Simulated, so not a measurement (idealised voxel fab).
process module | voxel transistor to metal
cross-section cut | 160 nm wide | cells 5 nm
A cross-section is a grid of square cells, given in bands from the top down. A band is one or more rows of cells.
Each band's line starts with the height of the band's top and of its bottom, in nm. Then come its materials from left to right, each with its width in nm. One material with "throughout" fills the band from edge to edge. "air" is empty space.
Height 0 is the level under which the wafer as received is all one material. The lowest band goes on downwards, as in "0 down".
A width such as "30 to 40" changes by the same amount from each row of cells to the next, from the band's top row to its bottom row.
"no change" after a step means that no cell of the cross-section changed.
closed voids: empty space of 8 cells or more with no open way to the top, each as width x height at its distance from the left edge, in nm
after a step's settings: what the simulator itself notes on the step
overlay nm, on a step with a mask: how far to the right of its planned place the mask lay; to the left if negative
plan
1 op RECEIVE | material Si
2 op CONFORMAL_DEP | material SiO2 | thk nm 5
3 op CONFORMAL_DEP | material SiN | thk nm 10
4 op PATTERN | tone cover | mask id ACTIVE | material resist | width nm 100 | thk nm 20 | overlay nm 0
5 op DIRECTIONAL_ETCH | etch materials SiN | depth nm 10
6 op DIRECTIONAL_ETCH | etch materials SiO2 | depth nm 5
7 op DIRECTIONAL_ETCH | etch materials Si | depth nm 30
8 op STRIP | etch materials resist
9 op OXIDIZE | depth nm 5
10 op FILL_DEP | material SiO2 | thk nm 15
11 op CMP | height nm 15
12 op SELECTIVE_ETCH | etch materials SiO2 | depth nm 5
13 op STRIP | etch materials SiN
14 op SELECTIVE_ETCH | etch materials SiO2 | depth nm 5
15 op OXIDIZE | depth nm 5
16 op DIRECTIONAL_DEP | material polySi | thk nm 25
17 op DIRECTIONAL_DEP | material SiCN | thk nm 15
18 op DIRECTIONAL_DEP | material aC | thk nm 15
19 op PATTERN | tone cover | mask id GATE | material resist | width nm 30 | thk nm 30 | overlay nm 0
20 op DIRECTIONAL_ETCH | etch materials aC | depth nm 15
21 op STRIP | etch materials resist
22 op DIRECTIONAL_ETCH | etch materials SiCN | depth nm 25
23 op DIRECTIONAL_ETCH | etch materials polySi | depth nm 35
24 op STRIP | etch materials aC
25 op CONFORMAL_DEP | material SiN | thk nm 5
26 op DIRECTIONAL_ETCH | etch materials SiN | depth nm 5
27 op DIRECTIONAL_ETCH | etch materials SiO2 | depth nm 5
28 op DIRECTIONAL_ETCH | etch materials Si | depth nm 15
29 op EPI | material pSi | thk nm 15
30 op FILL_DEP | material SiO2 | thk nm 10
31 op CMP | height nm 25
32 op STRIP | etch materials polySi
33 op SELECTIVE_ETCH | etch materials SiO2 | depth nm 5
34 op CONFORMAL_DEP | material HfO2 | thk nm 5
35 op CONFORMAL_DEP | material TiN | thk nm 5
36 op FILL_DEP | material W | thk nm 5
37 op CMP | height nm 20
38 op DIRECTIONAL_DEP | material SiO2 | thk nm 10
39 op MASKED_ETCH | tone open | mask id CONTACT | width nm 15 | pitch nm 75 | etch materials SiO2 | depth nm 35 | overlay nm 0
40 op CONFORMAL_DEP | material TiN | thk nm 5
41 op FILL_DEP | material Ru | thk nm 5
42 op CMP | height nm 30
43 op CONFORMAL_DEP | material SiN | thk nm 5
44 op DIRECTIONAL_DEP | material SiO2 | thk nm 25
45 op PATTERN | tone open | mask id METAL_1 | material resist | width nm 15 | pitch nm 75 | thk nm 20 | overlay nm 0
46 op DIRECTIONAL_ETCH | etch materials SiO2 | depth nm 25
47 op DIRECTIONAL_ETCH | etch materials SiN | depth nm 5
48 op STRIP | etch materials resist
49 op CONFORMAL_DEP | material TiN | thk nm 5
50 op FILL_DEP | material Cu | thk nm 10
51 op CMP | height nm 60
52 op EPI | material Ru | thk nm 5
53 op FILL_DEP | material SiCN | thk nm 5
as received, after step 1
  0 down: Si throughout
  closed voids: none
first wafer at the end, as planned
  70 to 65: SiCN throughout
  65 to 60: SiCN 30 | Ru 25 | SiCN 50 | Ru 25 | SiCN 30
  60 to 35: SiO2 35 | TiN 5 | Cu 5 | TiN 5 | SiO2 60 | TiN 5 | Cu 5 | TiN 5 | SiO2 35
  35 to 30: SiN 35 | TiN 15 | SiN 60 | TiN 15 | SiN 35
  30 to 20: SiO2 35 | TiN 5 | Ru 5 | TiN 5 | SiO2 60 | TiN 5 | Ru 5 | TiN 5 | SiO2 35
  20 to 15: SiO2 35 | TiN 5 | Ru 5 | TiN 5 | SiO2 10 | SiN 5 | HfO2 5 | TiN 5 | W 10 | TiN 5 | HfO2 5 | SiN 5 | SiO2 10 | TiN 5 | Ru 5 | TiN 5 | SiO2 35
  15 to 10: SiO2 35 | TiN 15 | SiO2 10 | SiN 5 | HfO2 5 | TiN 5 | W 10 | TiN 5 | HfO2 5 | SiN 5 | SiO2 10 | TiN 15 | SiO2 35
  10 to 5: SiO2 35 | TiN 10 | pSi 15 | SiN 5 | HfO2 5 | TiN 5 | W 10 | TiN 5 | HfO2 5 | SiN 5 | pSi 15 | TiN 10 | SiO2 35
  5 to 0: SiO2 25 | SiN 5 | SiO2 5 | TiN 10 | pSi 15 | SiN 5 | HfO2 5 | TiN 20 | HfO2 5 | SiN 5 | pSi 15 | TiN 10 | SiO2 5 | SiN 5 | SiO2 25
  0 to -5: SiO2 35 | TiN 10 | pSi 15 | HfO2 40 | pSi 15 | TiN 10 | SiO2 35
  -5 to -20: SiO2 35 | pSi 25 | Si 40 | pSi 25 | SiO2 35
  -20 to -35: SiO2 35 | Si 90 | SiO2 35
  -35 down: Si throughout
  closed voids: none
second wafer at the end: like start, like plan, one mistake
  70 to 65: SiCN throughout
  65 to 60: SiCN 30 | Ru 25 | SiCN 50 | Ru 25 | SiCN 30
  60 to 35: SiO2 35 | TiN 5 | Cu 5 | TiN 5 | SiO2 60 | TiN 5 | Cu 5 | TiN 5 | SiO2 35
  35 to 30: SiN 35 | TiN 15 | SiN 60 | TiN 15 | SiN 35
  30 to 20: SiO2 35 | TiN 5 | SiN 5 | TiN 5 | SiO2 60 | TiN 5 | SiN 5 | TiN 5 | SiO2 35
  20 to 15: SiO2 35 | TiN 5 | SiN 5 | TiN 5 | SiO2 10 | SiN 5 | HfO2 5 | TiN 5 | W 10 | TiN 5 | HfO2 5 | SiN 5 | SiO2 10 | TiN 5 | SiN 5 | TiN 5 | SiO2 35
  15 to 10: SiO2 35 | TiN 15 | SiO2 10 | SiN 5 | HfO2 5 | TiN 5 | W 10 | TiN 5 | HfO2 5 | SiN 5 | SiO2 10 | TiN 15 | SiO2 35
  10 to 5: SiO2 35 | TiN 10 | pSi 15 | SiN 5 | HfO2 5 | TiN 5 | W 10 | TiN 5 | HfO2 5 | SiN 5 | pSi 15 | TiN 10 | SiO2 35
  5 to 0: SiO2 25 | SiN 5 | SiO2 5 | TiN 10 | pSi 15 | SiN 5 | HfO2 5 | TiN 20 | HfO2 5 | SiN 5 | pSi 15 | TiN 10 | SiO2 5 | SiN 5 | SiO2 25
  0 to -5: SiO2 35 | TiN 10 | pSi 15 | HfO2 40 | pSi 15 | TiN 10 | SiO2 35
  -5 to -20: SiO2 35 | pSi 25 | Si 40 | pSi 25 | SiO2 35
  -20 to -35: SiO2 35 | Si 90 | SiO2 35
  -35 down: Si throughout
  closed voids: none
what went wrong: step 41 ran as: op FILL_DEP | material SiN | thk nm 5
at the end the second wafer has, in cells: 6 fewer of Ru | 6 more of SiN
